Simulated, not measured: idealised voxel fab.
Name of the process module below: voxel self aligned contacts
FYI the section here is cut, 180 nm wide, cells are 5 nm squares.
Format of a cross-section: grid, square cells. Given as bands. Order: top down. Band: one or more rows of cells.
What a band's entry tells you: where the top is and where the bottom is, as heights in nm, and after that what lies inside, material by material from left to right, each with its width in nm. Empty space is written as the word "blank", and a single material marked with the word "all across" occupies the band from edge to edge.
Beneath 0, the wafer as received is one material, and that level is where height counting begins. The lowest band goes on downward without a bottom; it is written like "top 0, no bottom".
With a width like "30..40", each row of cells in the band differs from the next by the same amount, the top row carrying the first number and the bottom row the second.
It should be understood that the words "stayed the same", when stated for a given step, signify that the cross-section underwent no change in any of its cells during that step.
"Closed internal voids" means: voids of 8 cells or more that are shut off from the top with no open way through. Written width x height at distance, distance from the left edge, in nm.
Text after the settings on a step's line: the simulator's own remark on that step.
Steps that use a mask can have "overlay nm" on their line. It says how far the mask sat to the right of where it was meant to be. Negative means to the left.
Listed below are the process steps as planned
step 1: RECEIVE,material Si
step 2: CONFORMAL_DEP,material SiO2,thk nm 5
step 3: DIRECTIONAL_DEP,material polySi,thk nm 20
step 4: DIRECTIONAL_DEP,material SiN,thk nm 20
step 5: MASKED_ETCH,tone cover,mask id GATE,width nm 30,pitch nm 75,etch materials SiN,depth nm 20,overlay nm 0
step 6: MASKED_ETCH,tone cover,mask id GATE,width nm 30,pitch nm 75,etch materials polySi,depth nm 20,overlay nm -15
step 7: CONFORMAL_DEP,material SiN,thk nm 10
step 8: DIRECTIONAL_ETCH,etch materials SiN,depth nm 10
step 9: FILL_DEP,material SiO2,thk nm 10
step 10: CMP,height nm 50
step 11: PATTERN,tone open,mask id CONTACT,material resist,width nm 55,thk nm 20,overlay nm 0
step 12: DIRECTIONAL_ETCH,etch materials SiO2,depth nm 50
step 13: STRIP,etch materials resist
step 14: CONFORMAL_DEP,material TiN,thk nm 5
step 15: FILL_DEP,material Ru,thk nm 5
step 16: CMP,height nm 50
step 17: CONFORMAL_DEP,material SiCN,thk nm 5
Quick note for whoever runs this: the wafers start identical, but the overlay nm at step 6 isn't the same across them. The plan just shows what the first wafer had.
Received condition of the first of several wafers, sectioned: post-step 1
- top 0, no bottom = Si all across
- Closed internal voids: none
Basically each wafer gets a line in the table, showing it at the end of the module: material by material, the cells it gained (+) or lost (-) since we got it, then its closed voids
overlay nm -15, +12 Ru, +36 SiCN, +112 SiN, +135 SiO2, +29 TiN, +72 polySi, Closed internal voids: none
overlay nm -10, +17 Ru, +36 SiCN, +112 SiN, +138 SiO2, +29 TiN, +64 polySi, Closed internal voids: none
overlay nm -5, +22 Ru, +36 SiCN, +112 SiN, +141 SiO2, +29 TiN, +56 polySi, Closed internal voids: none
overlay nm 0, +27 Ru, +36 SiCN, +112 SiN, +144 SiO2, +29 TiN, +48 polySi, Closed internal voids: none
overlay nm 5, +22 Ru, +36 SiCN, +112 SiN, +141 SiO2, +29 TiN, +56 polySi, Closed internal voids: none
overlay nm 10, +17 Ru, +36 SiCN, +112 SiN, +138 SiO2, +29 TiN, +64 polySi, Closed internal voids: none
overlay nm 15, +12 Ru, +36 SiCN, +112 SiN, +135 SiO2, +29 TiN, +72 polySi, Closed internal voids: none
